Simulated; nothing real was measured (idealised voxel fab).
The process module presented herein is designated voxel transistor to metal.
The width of the displayed cross-section, cut, is 260 nm; its cells are square, with a size of 5 nm.
How to read a cross-section here: the picture is a grid of square cells, written as bands going from the top down, and any band can span one or more rows of cells. Band entry format. Leading values: height of top, height of bottom, nm. Remainder: materials in left-to-right order, each with its width in nm. Special words: "everywhere" on a single material, which then fills the band edge to edge; "empty", empty space. Zero point of the height axis is 0; under it, received wafer = one material. Lowest band: continues down indefinitely, "0..down". Think of "30->40" as a width that walks from the first number to the second as you go down the band, top row to bottom row, taking equal-sized steps from row to row. Any step labelled "everything unchanged" changed none of the cells in the cross-section. Each empty space that has no open way to the top and spans at least 8 cells appears under "Closed void entries" as width x height at distance, the distance counted from the left edge, all in nm. Post-settings text on a step line: simulator's own remark regarding the step. The setting "overlay nm" may be written on the line of a step. When the step uses a mask, the value reports how far to the right of the planned place the mask lay, and a negative value reports that it lay to the left.
-- Intended process steps
1 RECEIVE | material Si
2 OXIDIZE | depth nm 5
3 CONFORMAL_DEP | material SiN | thk nm 15
4 PATTERN | tone cover | mask id ACTIVE | material resist | width nm 95 | pitch nm 125 | thk nm 15 | overlay nm 0
5 DIRECTIONAL_ETCH | etch materials SiN | depth nm 15
6 DIRECTIONAL_ETCH | etch materials SiO2 | depth nm 5
7 DIRECTIONAL_ETCH | etch materials Si | depth nm 30
8 STRIP | etch materials resist
9 OXIDIZE | depth nm 5
10 FILL_DEP | material SiO2 | thk nm 10
11 CMP | height nm 15
12 SELECTIVE_ETCH | etch materials SiO2 | depth nm 10
13 STRIP | etch materials SiN
14 SELECTIVE_ETCH | etch materials SiO2 | depth nm 5
15 OXIDIZE | depth nm 5
16 DIRECTIONAL_DEP | material polySi | thk nm 25
17 DIRECTIONAL_DEP | material SiCN | thk nm 15
18 MASKED_ETCH | tone cover | mask id GATE | width nm 25 | pitch nm 125 | etch materials SiCN | depth nm 25 | overlay nm 0
19 MASKED_ETCH | tone cover | mask id GATE | width nm 25 | pitch nm 125 | etch materials polySi | depth nm 35 | overlay nm 0
20 CONFORMAL_DEP | material SiN | thk nm 5
21 DIRECTIONAL_ETCH | etch materials SiN | depth nm 5
22 DIRECTIONAL_ETCH | etch materials SiO2 | depth nm 5
23 DIRECTIONAL_ETCH | etch materials Si | depth nm 15
24 EPI | material SiGe | thk nm 15
25 FILL_DEP | material SiO2 | thk nm 5
26 CMP | height nm 35
27 DIRECTIONAL_DEP | material SiO2 | thk nm 15
28 MASKED_ETCH | tone open | mask id CONTACT | width nm 25 | etch materials SiO2 | depth nm 60 | overlay nm 0
29 CONFORMAL_DEP | material TiN | thk nm 5
30 FILL_DEP | material W | thk nm 5
31 CMP | height nm 50
32 CONFORMAL_DEP | material SiN | thk nm 5
33 DIRECTIONAL_DEP | material SiO2 | thk nm 15
34 DIRECTIONAL_DEP | material aC | thk nm 15
35 PATTERN | tone open | mask id METAL_1 | material resist | width nm 15 | thk nm 30 | overlay nm 0
36 DIRECTIONAL_ETCH | etch materials aC | depth nm 5
37 STRIP | etch materials resist
38 DIRECTIONAL_ETCH | etch materials SiO2 | depth nm 15
39 DIRECTIONAL_ETCH | etch materials SiN | depth nm 5
40 STRIP | etch materials aC
41 CONFORMAL_DEP | material TiN | thk nm 5
42 FILL_DEP | material Cu | thk nm 10
43 CMP | height nm 70
44 CONFORMAL_DEP | material SiN | thk nm 5
varied across the wafers: depth nm of step 36. The plan shows the first wafer's value. All wafers start alike
-- As-received state after step 1, first of several wafers, cross-section
- 0..down  Si everywhere
- Closed void entries: none
-- each wafer at the end: cells of each material gained (+) or lost (-) since it was received, then its closed voids
depth nm 5; -272 Si; +30 SiCN; +96 SiGe; +140 SiN; +532 SiO2; +108 TiN; +96 W; +50 polySi; Closed void entries: none
depth nm 10; -272 Si; +30 SiCN; +96 SiGe; +140 SiN; +532 SiO2; +108 TiN; +96 W; +50 polySi; Closed void entries: none
depth nm 15; +12 Cu; -272 Si; +30 SiCN; +96 SiGe; +128 SiN; +496 SiO2; +144 TiN; +96 W; +50 polySi; Closed void entries: none
depth nm 20; +12 Cu; -272 Si; +30 SiCN; +96 SiGe; +128 SiN; +496 SiO2; +144 TiN; +96 W; +50 polySi; Closed void entries: none
depth nm 25; +12 Cu; -272 Si; +30 SiCN; +96 SiGe; +128 SiN; +496 SiO2; +144 TiN; +96 W; +50 polySi; Closed void entries: none
depth nm 30; +12 Cu; -272 Si; +30 SiCN; +96 SiGe; +128 SiN; +496 SiO2; +144 TiN; +96 W; +50 polySi; Closed void entries: none
